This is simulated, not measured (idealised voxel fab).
Process module name: voxel released beams
Cross-section cut: width 260 nm, square cells of 5 nm.
Cross-section spec: square-cell grid; bands listed top down; each band is one or more rows.
Heights first: top, then bottom, in nm. Then materials, left to right, each with a width in nm. "full width" on a single material: fills the band edge to edge. "empty": empty space.
Beneath 0, the wafer as received is one material, and that level is where height counting begins. The lowest band goes on downward without a bottom; it is written like "top 0, no bottom".
When a width is written as two numbers, as in "30..40", the first number is the width in the top row of cells of the band and the second is the width in its bottom row, and the width changes by the same amount from each row to the next.
Key: "all unchanged" - step with no changed cell in the cross-section.
"Closed void roster" - sealed voids, min. 8 cells, no opening to top; format: width x height at distance (distance from left edge; nm throughout).
after a step's settings: what the simulator itself notes on the step
overlay nm: where the mask lay relative to plan, measured to the right, on steps with a mask; negatives go left.

Process steps foreseen in the plan:
1: RECEIVE, material Si
2: CONFORMAL_DEP, material Al2O3, thk nm 5
3: DIRECTIONAL_DEP, material SiO2, thk nm 10
4: PATTERN, tone open, mask id ANCHOR, material resist, width nm 25, thk nm 20, overlay nm 0
5: DIRECTIONAL_ETCH, etch materials SiO2, depth nm 10
6: STRIP, etch materials resist
7: CONFORMAL_DEP, material SiN, thk nm 10
8: PATTERN, tone cover, mask id BEAM, material resist, width nm 105, thk nm 15, overlay nm 0
9: DIRECTIONAL_ETCH, etch materials SiN, depth nm 10
10: STRIP, etch materials resist
11: STRIP, etch materials SiO2

Wafer as received: cross-section following step 1:
top 0, no bottom: Si full width
Closed void roster: none

The first of the two wafers as seen in cross-section once the module was finished; processing followed the plan:
top 25, bottom 15: 75 nm empty / 15 nm SiN / 5 nm empty / 85 nm SiN / 80 nm empty
top 15, bottom 5: 80 nm empty / 25 nm SiN / 155 nm empty
top 5, bottom 0: Al2O3 full width
top 0, no bottom: Si full width
Closed void roster: none

End of module, second wafer, cross-section. Started like the first, planned like the first, run with one mistake:
top 10, bottom 0: 75 nm empty / 105 nm SiN / 80 nm empty
top 0, no bottom: Si full width
Closed void roster: none
Misprocessing identified: contrary to plan, step 6 was performed as STRIP, etch materials Al2O3
FYI, end of process, the second wafer has more or fewer cells of some materials than the first: -52 Al2O3 | -8 SiN
